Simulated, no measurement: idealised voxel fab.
process module | voxel transistor to metal
cross-section cut | 300 nm wide | cells 5 nm
A cross-section is a grid of square cells, given in bands from the top down. A band is one or more rows of cells.
Each band's line starts with the height of the band's top and of its bottom, in nm. Then come its materials from left to right, each with its width in nm. One material with "throughout" fills the band from edge to edge. "air" is empty space.
Height 0 is the level under which the wafer as received is all one material. The lowest band goes on downwards, as in "0 down".
A width such as "30 to 40" changes by the same amount from each row of cells to the next, from the band's top row to its bottom row.
"no change" after a step means that no cell of the cross-section changed.
closed voids: empty space of 8 cells or more with no open way to the top, each as width x height at its distance from the left edge, in nm
after a step's settings: what the simulator itself notes on the step
overlay nm, on a step with a mask: how far to the right of its planned place the mask lay; to the left if negative
Each pair below shows a cross-section before one step and the cross-section after it, down to the lowest band that changed. The line under each pair gives the step between them, with its settings. The pairs can come from different runs of this module on the same starting wafer, so a pair continues from the pair above only where its "before" says so.
before
  90 to 75: SiO2 30 | air 20 | SiO2 120 | air 20 | SiO2 110
  75 to 60: SiO2 30 | air 15 | SiO2 125 | air 15 | SiO2 115
  60 to 55: SiCN 30 | air 15 | SiCN 125 | air 15 | SiCN 115
  55 to 50: SiCN 25 | Ru 30 | SiCN 50 | Ru 30 | SiCN 30 | Ru 30 | SiCN 50 | Ru 30 | SiCN 25
  50 to 35: SiO2 30 | TiN 5 | Ru 10 | TiN 5 | SiO2 60 | TiN 5 | Ru 10 | TiN 5 | SiO2 40 | TiN 5 | Ru 10 | TiN 5 | SiO2 60 | TiN 5 | Ru 10 | TiN 5 | SiO2 30
  35 to 30: SiN 30 | TiN 20 | SiN 60 | TiN 20 | SiN 40 | TiN 20 | SiN 60 | TiN 20 | SiN 30
  30 to 20: SiO2 30 | TiN 5 | W 10 | TiN 5 | SiO2 60 | TiN 5 | W 10 | TiN 5 | SiO2 40 | TiN 5 | W 10 | TiN 5 | SiO2 60 | TiN 5 | W 10 | TiN 5 | SiO2 30
  20 to 10: SiO2 30 | TiN 5 | W 10 | TiN 5 | SiO2 10 | SiN 5 | HfO2 5 | TiN 5 | W 10 | TiN 5 | HfO2 5 | SiN 5 | SiO2 10 | TiN 5 | W 10 | TiN 5 | SiO2 40 | TiN 5 | W 10 | TiN 5 | SiO2 10 | SiN 5 | HfO2 5 | TiN 5 | W 10 | TiN 5 | HfO2 5 | SiN 5 | SiO2 10 | TiN 5 | W 10 | TiN 5 | SiO2 30
  10 to 5: SiO2 30 | TiN 20 | nSi 10 | SiN 5 | HfO2 5 | TiN 20 | HfO2 5 | SiN 5 | nSi 10 | TiN 20 | SiO2 40 | TiN 20 | nSi 10 | SiN 5 | HfO2 5 | TiN 20 | HfO2 5 | SiN 5 | nSi 10 | TiN 20 | SiO2 30
  5 to 0: SiO2 20 | SiN 5 | nSi 35 | HfO2 40 | nSi 35 | SiN 5 | SiO2 20 | SiN 5 | nSi 35 | HfO2 40 | nSi 35 | SiN 5 | SiO2 20
  0 to -5: SiO2 25 | nSi 35 | Si 40 | nSi 35 | SiO2 30 | nSi 35 | Si 40 | nSi 35 | SiO2 25
  -5 to -25: SiO2 25 | Si 110 | SiO2 30 | Si 110 | SiO2 25
  -25 down: Si throughout
  closed voids: none
after
  95 to 90: TiN 35 | air 10 | TiN 130 | air 10 | TiN 115
  90 to 80: SiO2 30 | TiN 5 | air 10 | TiN 5 | SiO2 120 | TiN 5 | air 10 | TiN 5 | SiO2 110
  80 to 75: SiO2 30 | TiN 5 | air 5 | TiN 10 | SiO2 120 | TiN 5 | air 5 | TiN 10 | SiO2 110
  75 to 60: SiO2 30 | TiN 5 | air 5 | TiN 5 | SiO2 125 | TiN 5 | air 5 | TiN 5 | SiO2 115
  60 to 55: SiCN 30 | TiN 15 | SiCN 125 | TiN 15 | SiCN 115
  below 55: unchanged
  closed voids: none
the step between: op CONFORMAL_DEP | material TiN | thk nm 5
before: the cross-section after the pair above
after
  100 to 95: Cu throughout
  95 to 90: TiN 35 | Cu 10 | TiN 130 | Cu 10 | TiN 115
  90 to 80: SiO2 30 | TiN 5 | Cu 10 | TiN 5 | SiO2 120 | TiN 5 | Cu 10 | TiN 5 | SiO2 110
  80 to 75: SiO2 30 | TiN 5 | Cu 5 | TiN 10 | SiO2 120 | TiN 5 | Cu 5 | TiN 10 | SiO2 110
  75 to 60: SiO2 30 | TiN 5 | Cu 5 | TiN 5 | SiO2 125 | TiN 5 | Cu 5 | TiN 5 | SiO2 115
  below 60: unchanged
  closed voids: none
the step between: op FILL_DEP | material Cu | thk nm 5
before: the cross-section after the pair above
after
  90 to 80: SiO2 30 | TiN 5 | Cu 10 | TiN 5 | SiO2 120 | TiN 5 | Cu 10 | TiN 5 | SiO2 110
  below 80: unchanged
  closed voids: none
the step between: op CMP | height nm 90
before: the cross-section after the pair above
after
  95 to 90: SiN throughout
  below 90: unchanged
  closed voids: none
the step between: op CONFORMAL_DEP | material SiN | thk nm 5
before
  40 to 25: air 65 | SiCN 30 | air 110 | SiCN 30 | air 65
  25 to 0: air 65 | polySi 30 | air 110 | polySi 30 | air 65
  0 to -5: SiO2 throughout
  -5 to -25: SiO2 25 | Si 110 | SiO2 30 | Si 110 | SiO2 25
  -25 down: Si throughout
  closed voids: none
after
  55 to 40: air 50 | SiN 60 | air 80 | SiN 60 | air 50
  40 to 25: air 50 | SiN 15 | SiCN 30 | SiN 15 | air 80 | SiN 15 | SiCN 30 | SiN 15 | air 50
  25 to 15: air 50 | SiN 15 | polySi 30 | SiN 15 | air 80 | SiN 15 | polySi 30 | SiN 15 | air 50
  15 to 0: SiN 65 | polySi 30 | SiN 110 | polySi 30 | SiN 65
  below 0: unchanged
  closed voids: none
the step between: op CONFORMAL_DEP | material SiN | thk nm 15
before: the cross-section after the pair above
after
  50 to 40: air 50 | SiN 60 | air 80 | SiN 60 | air 50
  40 to 25: air 50 | SiN 15 | SiCN 30 | SiN 15 | air 80 | SiN 15 | SiCN 30 | SiN 15 | air 50
  25 to 10: air 50 | SiN 15 | polySi 30 | SiN 15 | air 80 | SiN 15 | polySi 30 | SiN 15 | air 50
  below 10: unchanged
  closed voids: none
the step between: op DIRECTIONAL_ETCH | etch materials SiN | depth nm 5
before: the cross-section after the pair above
after
  60 to 50: SiO2 throughout
  50 to 40: SiO2 50 | SiN 60 | SiO2 80 | SiN 60 | SiO2 50
  40 to 25: SiO2 50 | SiN 15 | SiCN 30 | SiN 15 | SiO2 80 | SiN 15 | SiCN 30 | SiN 15 | SiO2 50
  25 to 10: SiO2 50 | SiN 15 | polySi 30 | SiN 15 | SiO2 80 | SiN 15 | polySi 30 | SiN 15 | SiO2 50
  below 10: unchanged
  closed voids: none
the step between: op FILL_DEP | material SiO2 | thk nm 10
before: the cross-section after the pair above
after
  25 to 10: SiO2 50 | SiN 15 | polySi 30 | SiN 15 | SiO2 80 | SiN 15 | polySi 30 | SiN 15 | SiO2 50
  below 10: unchanged
  closed voids: none
the step between: op CMP | height nm 25
before: the cross-section after the pair above
after
  25 to 10: SiO2 50 | SiN 15 | air 30 | SiN 15 | SiO2 80 | SiN 15 | air 30 | SiN 15 | SiO2 50
  10 to 0: SiN 65 | air 30 | SiN 110 | air 30 | SiN 65
  below 0: unchanged
  closed voids: none
the step between: op STRIP | etch materials polySi
before: the cross-section after the pair above
after
  25 to 20: air 50 | SiN 15 | air 30 | SiN 15 | air 80 | SiN 15 | air 30 | SiN 15 | air 50
  20 to 10: SiO2 50 | SiN 15 | air 30 | SiN 15 | SiO2 80 | SiN 15 | air 30 | SiN 15 | SiO2 50
  10 to 0: SiN 65 | air 30 | SiN 110 | air 30 | SiN 65
  0 to -5: SiO2 60 | air 40 | SiO2 100 | air 40 | SiO2 60
  below -5: unchanged
  closed voids: none
the step between: op SELECTIVE_ETCH | etch materials SiO2 | depth nm 5
before: the cross-section after the pair above
after
  30 to 25: air 45 | HfO2 25 | air 20 | HfO2 25 | air 70 | HfO2 25 | air 20 | HfO2 25 | air 45
  25 to 20: HfO2 50 | SiN 15 | HfO2 5 | air 20 | HfO2 5 | SiN 15 | HfO2 80 | SiN 15 | HfO2 5 | air 20 | HfO2 5 | SiN 15 | HfO2 50
  20 to 10: SiO2 50 | SiN 15 | HfO2 5 | air 20 | HfO2 5 | SiN 15 | SiO2 80 | SiN 15 | HfO2 5 | air 20 | HfO2 5 | SiN 15 | SiO2 50
  10 to 0: SiN 65 | HfO2 5 | air 20 | HfO2 5 | SiN 110 | HfO2 5 | air 20 | HfO2 5 | SiN 65
  0 to -5: SiO2 60 | HfO2 40 | SiO2 100 | HfO2 40 | SiO2 60
  below -5: unchanged
  closed voids: none
the step between: op CONFORMAL_DEP | material HfO2 | thk nm 5
before: the cross-section after the pair above
after
  35 to 30: air 40 | TiN 35 | air 10 | TiN 35 | air 60 | TiN 35 | air 10 | TiN 35 | air 40
  30 to 25: TiN 45 | HfO2 25 | TiN 5 | air 10 | TiN 5 | HfO2 25 | TiN 70 | HfO2 25 | TiN 5 | air 10 | TiN 5 | HfO2 25 | TiN 45
  25 to 20: HfO2 50 | SiN 15 | HfO2 5 | TiN 5 | air 10 | TiN 5 | HfO2 5 | SiN 15 | HfO2 80 | SiN 15 | HfO2 5 | TiN 5 | air 10 | TiN 5 | HfO2 5 | SiN 15 | HfO2 50
  20 to 10: SiO2 50 | SiN 15 | HfO2 5 | TiN 5 | air 10 | TiN 5 | HfO2 5 | SiN 15 | SiO2 80 | SiN 15 | HfO2 5 | TiN 5 | air 10 | TiN 5 | HfO2 5 | SiN 15 | SiO2 50
  10 to 5: SiN 65 | HfO2 5 | TiN 5 | air 10 | TiN 5 | HfO2 5 | SiN 110 | HfO2 5 | TiN 5 | air 10 | TiN 5 | HfO2 5 | SiN 65
  5 to 0: SiN 65 | HfO2 5 | TiN 20 | HfO2 5 | SiN 110 | HfO2 5 | TiN 20 | HfO2 5 | SiN 65
  below 0: unchanged
  closed voids: none
the step between: op CONFORMAL_DEP | material TiN | thk nm 5
before: the cross-section after the pair above
after
  45 to 35: W throughout
  35 to 30: W 40 | TiN 35 | W 10 | TiN 35 | W 60 | TiN 35 | W 10 | TiN 35 | W 40
  30 to 25: TiN 45 | HfO2 25 | TiN 5 | W 10 | TiN 5 | HfO2 25 | TiN 70 | HfO2 25 | TiN 5 | W 10 | TiN 5 | HfO2 25 | TiN 45
  25 to 20: HfO2 50 | SiN 15 | HfO2 5 | TiN 5 | W 10 | TiN 5 | HfO2 5 | SiN 15 | HfO2 80 | SiN 15 | HfO2 5 | TiN 5 | W 10 | TiN 5 | HfO2 5 | SiN 15 | HfO2 50
  20 to 10: SiO2 50 | SiN 15 | HfO2 5 | TiN 5 | W 10 | TiN 5 | HfO2 5 | SiN 15 | SiO2 80 | SiN 15 | HfO2 5 | TiN 5 | W 10 | TiN 5 | HfO2 5 | SiN 15 | SiO2 50
  10 to 5: SiN 65 | HfO2 5 | TiN 5 | W 10 | TiN 5 | HfO2 5 | SiN 110 | HfO2 5 | TiN 5 | W 10 | TiN 5 | HfO2 5 | SiN 65
  below 5: unchanged
  closed voids: none
the step between: op FILL_DEP | material W | thk nm 10
before: the cross-section after the pair above
after
  20 to 10: SiO2 50 | SiN 15 | HfO2 5 | TiN 5 | W 10 | TiN 5 | HfO2 5 | SiN 15 | SiO2 80 | SiN 15 | HfO2 5 | TiN 5 | W 10 | TiN 5 | HfO2 5 | SiN 15 | SiO2 50
  below 10: unchanged
  closed voids: none
the step between: op CMP | height nm 20
before: the cross-section after the pair above
after
  30 to 20: SiO2 throughout
  below 20: unchanged
  closed voids: none
the step between: op DIRECTIONAL_DEP | material SiO2 | thk nm 10
before: the cross-section after the pair above
after
  40 to 30: aC throughout
  below 30: unchanged
  closed voids: none
the step between: op DIRECTIONAL_DEP | material aC | thk nm 10
before: the cross-section after the pair above
after
  70 to 40: resist 30 | air 20 | resist 60 | air 20 | resist 40 | air 20 | resist 60 | air 20 | resist 30
  below 40: unchanged
  closed voids: none
the step between: op PATTERN | tone open | mask id CONTACT | material resist | width nm 20 | thk nm 30 | overlay nm 0
before: the cross-section after the pair above
after
  60 to 40: resist 30 | air 20 | resist 60 | air 20 | resist 40 | air 20 | resist 60 | air 20 | resist 30
  40 to 30: aC 30 | air 20 | aC 60 | air 20 | aC 40 | air 20 | aC 60 | air 20 | aC 30
  below 30: unchanged
  closed voids: none
the step between: op DIRECTIONAL_ETCH | etch materials aC | depth nm 10
before: the cross-section after the pair above
after
  40 to 30: aC 30 | air 20 | aC 60 | air 20 | aC 40 | air 20 | aC 60 | air 20 | aC 30
  below 30: unchanged
  closed voids: none
the step between: op STRIP | etch materials resist
before: the cross-section after the pair above
after
  40 to 30: aC 30 | air 20 | aC 60 | air 20 | aC 40 | air 20 | aC 60 | air 20 | aC 30
  30 to 20: SiO2 30 | air 20 | SiO2 60 | air 20 | SiO2 40 | air 20 | SiO2 60 | air 20 | SiO2 30
  20 to 10: SiO2 30 | air 20 | SiN 15 | HfO2 5 | TiN 5 | W 10 | TiN 5 | HfO2 5 | SiN 15 | air 20 | SiO2 40 | air 20 | SiN 15 | HfO2 5 | TiN 5 | W 10 | TiN 5 | HfO2 5 | SiN 15 | air 20 | SiO2 30
  below 10: unchanged
  closed voids: none
the step between: op DIRECTIONAL_ETCH | etch materials SiO2 | depth nm 30
before: the cross-section after the pair above
after
  30 to 20: SiO2 30 | air 20 | SiO2 60 | air 20 | SiO2 40 | air 20 | SiO2 60 | air 20 | SiO2 30
  below 20: unchanged
  closed voids: none
the step between: op STRIP | etch materials aC
before: the cross-section after the pair above
after
  35 to 30: TiN 35 | air 10 | TiN 70 | air 10 | TiN 50 | air 10 | TiN 70 | air 10 | TiN 35
  30 to 20: SiO2 30 | TiN 5 | air 10 | TiN 5 | SiO2 60 | TiN 5 | air 10 | TiN 5 | SiO2 40 | TiN 5 | air 10 | TiN 5 | SiO2 60 | TiN 5 | air 10 | TiN 5 | SiO2 30
  20 to 15: SiO2 30 | TiN 5 | air 10 | TiN 5 | SiN 15 | HfO2 5 | TiN 5 | W 10 | TiN 5 | HfO2 5 | SiN 15 | TiN 5 | air 10 | TiN 5 | SiO2 40 | TiN 5 | air 10 | TiN 5 | SiN 15 | HfO2 5 | TiN 5 | W 10 | TiN 5 | HfO2 5 | SiN 15 | TiN 5 | air 10 | TiN 5 | SiO2 30
  15 to 10: SiO2 30 | TiN 20 | SiN 15 | HfO2 5 | TiN 5 | W 10 | TiN 5 | HfO2 5 | SiN 15 | TiN 20 | SiO2 40 | TiN 20 | SiN 15 | HfO2 5 | TiN 5 | W 10 | TiN 5 | HfO2 5 | SiN 15 | TiN 20 | SiO2 30
  below 10: unchanged
  closed voids: none
the step between: op CONFORMAL_DEP | material TiN | thk nm 5
before: the cross-section after the pair above
after
  45 to 35: W throughout
  35 to 30: TiN 35 | W 10 | TiN 70 | W 10 | TiN 50 | W 10 | TiN 70 | W 10 | TiN 35
  30 to 20: SiO2 30 | TiN 5 | W 10 | TiN 5 | SiO2 60 | TiN 5 | W 10 | TiN 5 | SiO2 40 | TiN 5 | W 10 | TiN 5 | SiO2 60 | TiN 5 | W 10 | TiN 5 | SiO2 30
  20 to 15: SiO2 30 | TiN 5 | W 10 | TiN 5 | SiN 15 | HfO2 5 | TiN 5 | W 10 | TiN 5 | HfO2 5 | SiN 15 | TiN 5 | W 10 | TiN 5 | SiO2 40 | TiN 5 | W 10 | TiN 5 | SiN 15 | HfO2 5 | TiN 5 | W 10 | TiN 5 | HfO2 5 | SiN 15 | TiN 5 | W 10 | TiN 5 | SiO2 30
  below 15: unchanged
  closed voids: none
the step between: op FILL_DEP | material W | thk nm 10
before: the cross-section after the pair above
after
  30 to 20: SiO2 30 | TiN 5 | W 10 | TiN 5 | SiO2 60 | TiN 5 | W 10 | TiN 5 | SiO2 40 | TiN 5 | W 10 | TiN 5 | SiO2 60 | TiN 5 | W 10 | TiN 5 | SiO2 30
  below 20: unchanged
  closed voids: none
the step between: op CMP | height nm 30
before: the cross-section after the pair above
after
  35 to 30: SiN throughout
  below 30: unchanged
  closed voids: none
the step between: op CONFORMAL_DEP | material SiN | thk nm 5
before: the cross-section after the pair above
after
  50 to 35: SiO2 throughout
  below 35: unchanged
  closed voids: none
the step between: op DIRECTIONAL_DEP | material SiO2 | thk nm 15
before: the cross-section after the pair above
after
  65 to 50: resist 30 | air 20 | resist 60 | air 20 | resist 40 | air 20 | resist 60 | air 20 | resist 30
  below 50: unchanged
  closed voids: none
the step between: op PATTERN | tone open | mask id METAL_1 | material resist | width nm 20 | thk nm 15 | overlay nm 0
before: the cross-section after the pair above
after
  65 to 50: resist 30 | air 20 | resist 60 | air 20 | resist 40 | air 20 | resist 60 | air 20 | resist 30
  50 to 35: SiO2 30 | air 20 | SiO2 60 | air 20 | SiO2 40 | air 20 | SiO2 60 | air 20 | SiO2 30
  below 35: unchanged
  closed voids: none
the step between: op DIRECTIONAL_ETCH | etch materials SiO2 | depth nm 15
before: the cross-section after the pair above
after
  65 to 50: resist 30 | air 20 | resist 60 | air 20 | resist 40 | air 20 | resist 60 | air 20 | resist 30
  50 to 35: SiO2 30 | air 20 | SiO2 60 | air 20 | SiO2 40 | air 20 | SiO2 60 | air 20 | SiO2 30
  35 to 30: SiN 30 | air 20 | SiN 60 | air 20 | SiN 40 | air 20 | SiN 60 | air 20 | SiN 30
  below 30: unchanged
  closed voids: none
the step between: op DIRECTIONAL_ETCH | etch materials SiN | depth nm 5
before: the cross-section after the pair above
after
  50 to 35: SiO2 30 | air 20 | SiO2 60 | air 20 | SiO2 40 | air 20 | SiO2 60 | air 20 | SiO2 30
  below 35: unchanged
  closed voids: none
the step between: op STRIP | etch materials resist
before: the cross-section after the pair above
after
  55 to 50: TiN 35 | air 10 | TiN 70 | air 10 | TiN 50 | air 10 | TiN 70 | air 10 | TiN 35
  50 to 35: SiO2 30 | TiN 5 | air 10 | TiN 5 | SiO2 60 | TiN 5 | air 10 | TiN 5 | SiO2 40 | TiN 5 | air 10 | TiN 5 | SiO2 60 | TiN 5 | air 10 | TiN 5 | SiO2 30
  35 to 30: SiN 30 | TiN 20 | SiN 60 | TiN 20 | SiN 40 | TiN 20 | SiN 60 | TiN 20 | SiN 30
  below 30: unchanged
  closed voids: none
the step between: op CONFORMAL_DEP | material TiN | thk nm 5
before: the cross-section after the pair above
after
  60 to 55: Ru throughout
  55 to 50: TiN 35 | Ru 10 | TiN 70 | Ru 10 | TiN 50 | Ru 10 | TiN 70 | Ru 10 | TiN 35
  50 to 35: SiO2 30 | TiN 5 | Ru 10 | TiN 5 | SiO2 60 | TiN 5 | Ru 10 | TiN 5 | SiO2 40 | TiN 5 | Ru 10 | TiN 5 | SiO2 60 | TiN 5 | Ru 10 | TiN 5 | SiO2 30
  below 35: unchanged
  closed voids: none
the step between: op FILL_DEP | material Ru | thk nm 5
before: the cross-section after the pair above
after
  50 to 35: SiO2 30 | TiN 5 | Ru 10 | TiN 5 | SiO2 60 | TiN 5 | Ru 10 | TiN 5 | SiO2 40 | TiN 5 | Ru 10 | TiN 5 | SiO2 60 | TiN 5 | Ru 10 | TiN 5 | SiO2 30
  below 35: unchanged
  closed voids: none
the step between: op CMP | height nm 50
before: the cross-section after the pair above
after
  55 to 50: air 25 | Ru 30 | air 50 | Ru 30 | air 30 | Ru 30 | air 50 | Ru 30 | air 25
  below 50: unchanged
  closed voids: none
the step between: op EPI | material Ru | thk nm 5
before: the cross-section after the pair above
after
  60 to 55: SiCN throughout
  55 to 50: SiCN 25 | Ru 30 | SiCN 50 | Ru 30 | SiCN 30 | Ru 30 | SiCN 50 | Ru 30 | SiCN 25
  below 50: unchanged
  closed voids: none
the step between: op FILL_DEP | material SiCN | thk nm 5
before: the cross-section after the pair above
after
  90 to 60: SiO2 throughout
  below 60: unchanged
  closed voids: none
the step between: op DIRECTIONAL_DEP | material SiO2 | thk nm 30
before: the cross-section after the pair above
after
  100 to 90: aC throughout
  below 90: unchanged
  closed voids: none
the step between: op DIRECTIONAL_DEP | material aC | thk nm 10
before: the cross-section after the pair above
after
  130 to 100: resist 30 | air 20 | resist 120 | air 20 | resist 110
  below 100: unchanged
  closed voids: none
the step between: op PATTERN | tone open | mask id METAL_2 | material resist | width nm 20 | pitch nm 140 | thk nm 30 | overlay nm 0
before: the cross-section after the pair above
after
  120 to 100: resist 30 | air 20 | resist 120 | air 20 | resist 110
  100 to 90: aC 30 | air 20 | aC 120 | air 20 | aC 110
  below 90: unchanged
  closed voids: none
the step between: op DIRECTIONAL_ETCH | etch materials aC | depth nm 10
before: the cross-section after the pair above
after
  100 to 90: aC 30 | air 20 | aC 120 | air 20 | aC 110
  below 90: unchanged
  closed voids: none
the step between: op STRIP | etch materials resist
before: the cross-section after the pair above
after
  100 to 90: aC 30 | air 20 | aC 120 | air 20 | aC 110
  90 to 75: SiO2 30 | air 20 | SiO2 120 | air 20 | SiO2 110
  below 75: unchanged
  closed voids: none
the step between: op DIRECTIONAL_ETCH | etch materials SiO2 | depth nm 15
before: the cross-section after the pair above
after
  90 to 75: SiO2 30 | air 20 | SiO2 120 | air 20 | SiO2 110
  below 75: unchanged
  closed voids: none
the step between: op STRIP | etch materials aC
before: the cross-section after the pair above
after
  90 to 75: SiO2 30 | air 20 | SiO2 120 | air 20 | SiO2 110
  75 to 60: SiO2 30 | air 15 | SiO2 125 | air 15 | SiO2 115
  below 60: unchanged
  closed voids: none
the step between: op MASKED_ETCH | tone open | mask id METAL_2_HOLES | width nm 15 | pitch nm 140 | etch materials SiO2 | depth nm 15 | overlay nm 0
before: the cross-section after the pair above
after
  90 to 75: SiO2 30 | air 20 | SiO2 120 | air 20 | SiO2 110
  75 to 60: SiO2 30 | air 15 | SiO2 125 | air 15 | SiO2 115
  60 to 55: SiCN 30 | air 15 | SiCN 125 | air 15 | SiCN 115
  below 55: unchanged
  closed voids: none
the step between: op MASKED_ETCH | tone open | mask id METAL_2_HOLES | width nm 15 | pitch nm 140 | etch materials SiCN | depth nm 5 | overlay nm 0
before: the cross-section after the pair above
after
  95 to 90: TiN 35 | air 10 | TiN 130 | air 10 | TiN 115
  90 to 80: SiO2 30 | TiN 5 | air 10 | TiN 5 | SiO2 120 | TiN 5 | air 10 | TiN 5 | SiO2 110
  80 to 75: SiO2 30 | TiN 5 | air 5 | TiN 10 | SiO2 120 | TiN 5 | air 5 | TiN 10 | SiO2 110
  75 to 60: SiO2 30 | TiN 5 | air 5 | TiN 5 | SiO2 125 | TiN 5 | air 5 | TiN 5 | SiO2 115
  60 to 55: SiCN 30 | TiN 15 | SiCN 125 | TiN 15 | SiCN 115
  below 55: unchanged
  closed voids: none
the step between: op CONFORMAL_DEP | material TiN | thk nm 5
before: the cross-section after the pair above
after
  100 to 95: Cu throughout
  95 to 90: TiN 35 | Cu 10 | TiN 130 | Cu 10 | TiN 115
  90 to 80: SiO2 30 | TiN 5 | Cu 10 | TiN 5 | SiO2 120 | TiN 5 | Cu 10 | TiN 5 | SiO2 110
  80 to 75: SiO2 30 | TiN 5 | Cu 5 | TiN 10 | SiO2 120 | TiN 5 | Cu 5 | TiN 10 | SiO2 110
  75 to 60: SiO2 30 | TiN 5 | Cu 5 | TiN 5 | SiO2 125 | TiN 5 | Cu 5 | TiN 5 | SiO2 115
  below 60: unchanged
  closed voids: none
the step between: op FILL_DEP | material Cu | thk nm 5
before: the cross-section after the pair above
after
  90 to 80: SiO2 30 | TiN 5 | Cu 10 | TiN 5 | SiO2 120 | TiN 5 | Cu 10 | TiN 5 | SiO2 110
  below 80: unchanged
  closed voids: none
the step between: op CMP | height nm 90
before: the cross-section after the pair above
after
  95 to 90: SiN throughout
  below 90: unchanged
  closed voids: none
the step between: op CONFORMAL_DEP | material SiN | thk nm 5
before
  30 to 15: aC throughout
  15 to 5: SiN throughout
  5 to 0: SiO2 throughout
  0 down: Si throughout
  closed voids: none
after
  60 to 30: air 25 | resist 110 | air 30 | resist 110 | air 25
  below 30: unchanged
  closed voids: none
the step between: op PATTERN | tone cover | mask id ACTIVE | material resist | width nm 110 | pitch nm 140 | thk nm 30 | overlay nm 0
before: the cross-section after the pair above
after
  45 to 30: air 25 | resist 110 | air 30 | resist 110 | air 25
  30 to 15: air 25 | aC 110 | air 30 | aC 110 | air 25
  below 15: unchanged
  closed voids: none
the step between: op DIRECTIONAL_ETCH | etch materials aC | depth nm 15
before: the cross-section after the pair above
after
  30 to 15: air 25 | aC 110 | air 30 | aC 110 | air 25
  below 15: unchanged
  closed voids: none
the step between: op STRIP | etch materials resist
before: the cross-section after the pair above
after
  30 to 15: air 25 | aC 110 | air 30 | aC 110 | air 25
  15 to 5: air 25 | SiN 110 | air 30 | SiN 110 | air 25
  below 5: unchanged
  closed voids: none
the step between: op DIRECTIONAL_ETCH | etch materials SiN | depth nm 10
before: the cross-section after the pair above
after
  30 to 15: air 25 | aC 110 | air 30 | aC 110 | air 25
  15 to 5: air 25 | SiN 110 | air 30 | SiN 110 | air 25
  5 to 0: air 25 | SiO2 110 | air 30 | SiO2 110 | air 25
  below 0: unchanged
  closed voids: none
the step between: op DIRECTIONAL_ETCH | etch materials SiO2 | depth nm 5
before: the cross-section after the pair above
after
  30 to 15: air 25 | aC 110 | air 30 | aC 110 | air 25
  15 to 5: air 25 | SiN 110 | air 30 | SiN 110 | air 25
  5 to 0: air 25 | SiO2 110 | air 30 | SiO2 110 | air 25
  0 to -20: air 25 | Si 110 | air 30 | Si 110 | air 25
  below -20: unchanged
  closed voids: none
the step between: op DIRECTIONAL_ETCH | etch materials Si | depth nm 20
before: the cross-section after the pair above
after
  15 to 5: air 25 | SiN 110 | air 30 | SiN 110 | air 25
  below 5: unchanged
  closed voids: none
the step between: op STRIP | etch materials aC
before: the cross-section after the pair above
after
  15 to 5: air 25 | SiN 110 | air 30 | SiN 110 | air 25
  5 to 0: air 25 | SiO2 110 | air 30 | SiO2 110 | air 25
  0 to -20: air 25 | SiO2 5 | Si 100 | SiO2 5 | air 30 | SiO2 5 | Si 100 | SiO2 5 | air 25
  -20 to -25: SiO2 30 | Si 100 | SiO2 40 | Si 100 | SiO2 30
  below -25: unchanged
  closed voids: none
the step between: op OXIDIZE | depth nm 5
before: the cross-section after the pair above
after
  25 to 15: SiO2 throughout
  15 to 5: SiO2 25 | SiN 110 | SiO2 30 | SiN 110 | SiO2 25
  5 to 0: SiO2 throughout
  0 to -25: SiO2 30 | Si 100 | SiO2 40 | Si 100 | SiO2 30
  below -25: unchanged
  closed voids: none
the step between: op FILL_DEP | material SiO2 | thk nm 10
before: the cross-section after the pair above
after
  15 to 5: SiO2 25 | SiN 110 | SiO2 30 | SiN 110 | SiO2 25
  below 5: unchanged
  closed voids: none
the step between: op CMP | height nm 15
before: the cross-section after the pair above
after
  15 to 5: air 25 | SiN 110 | air 30 | SiN 110 | air 25
  below 5: unchanged
  closed voids: none
the step between: op SELECTIVE_ETCH | etch materials SiO2 | depth nm 10
before: the cross-section after the pair above
after
  5 to 0: SiO2 throughout
  below 0: unchanged
  closed voids: none
the step between: op STRIP | etch materials SiN
before: the cross-section after the pair above
after
  0 to -25: SiO2 30 | Si 100 | SiO2 40 | Si 100 | SiO2 30
  below -25: unchanged
  closed voids: none
the step between: op SELECTIVE_ETCH | etch materials SiO2 | depth nm 5
before: the cross-section after the pair above
after
  0 to -5: SiO2 throughout
  below -5: unchanged
  closed voids: none
the step between: op OXIDIZE | depth nm 5
before: the cross-section after the pair above
after
  25 to 0: polySi throughout
  below 0: unchanged
  closed voids: none
the step between: op DIRECTIONAL_DEP | material polySi | thk nm 25
before: the cross-section after the pair above
after
  40 to 25: SiCN throughout
  below 25: unchanged
  closed voids: none
the step between: op DIRECTIONAL_DEP | material SiCN | thk nm 15
before: the cross-section after the pair above
after
  55 to 40: air 65 | resist 30 | air 110 | resist 30 | air 65
  below 40: unchanged
  closed voids: none
the step between: op PATTERN | tone cover | mask id GATE | material resist | width nm 30 | pitch nm 140 | thk nm 15 | overlay nm 0
before: the cross-section after the pair above
after
  55 to 40: air 65 | resist 30 | air 110 | resist 30 | air 65
  40 to 25: air 65 | SiCN 30 | air 110 | SiCN 30 | air 65
  below 25: unchanged
  closed voids: none
the step between: op DIRECTIONAL_ETCH | etch materials SiCN | depth nm 25
before: the cross-section after the pair above
after
  55 to 40: air 65 | resist 30 | air 110 | resist 30 | air 65
  40 to 25: air 65 | SiCN 30 | air 110 | SiCN 30 | air 65
  25 to 0: air 65 | polySi 30 | air 110 | polySi 30 | air 65
  below 0: unchanged
  closed voids: none
the step between: op DIRECTIONAL_ETCH | etch materials polySi | depth nm 35
before: the cross-section after the pair above
after
  40 to 25: air 65 | SiCN 30 | air 110 | SiCN 30 | air 65
  below 25: unchanged
  closed voids: none
the step between: op STRIP | etch materials resist
before: the cross-section after the pair above
after
  45 to 40: air 60 | SiN 40 | air 100 | SiN 40 | air 60
  40 to 25: air 60 | SiN 5 | SiCN 30 | SiN 5 | air 100 | SiN 5 | SiCN 30 | SiN 5 | air 60
  25 to 5: air 60 | SiN 5 | polySi 30 | SiN 5 | air 100 | SiN 5 | polySi 30 | SiN 5 | air 60
  5 to 0: SiN 65 | polySi 30 | SiN 110 | polySi 30 | SiN 65
  below 0: unchanged
  closed voids: none
the step between: op CONFORMAL_DEP | material SiN | thk nm 5
before: the cross-section after the pair above
after
  40 to 25: air 60 | SiN 5 | SiCN 30 | SiN 5 | air 100 | SiN 5 | SiCN 30 | SiN 5 | air 60
  25 to 0: air 60 | SiN 5 | polySi 30 | SiN 5 | air 100 | SiN 5 | polySi 30 | SiN 5 | air 60
  below 0: unchanged
  closed voids: none
the step between: op DIRECTIONAL_ETCH | etch materials SiN | depth nm 5
before: the cross-section after the pair above
after
  40 to 25: air 60 | SiN 5 | SiCN 30 | SiN 5 | air 100 | SiN 5 | SiCN 30 | SiN 5 | air 60
  25 to 0: air 60 | SiN 5 | polySi 30 | SiN 5 | air 100 | SiN 5 | polySi 30 | SiN 5 | air 60
  0 to -5: air 60 | SiO2 40 | air 100 | SiO2 40 | air 60
  below -5: unchanged
  closed voids: none
the step between: op DIRECTIONAL_ETCH | etch materials SiO2 | depth nm 5
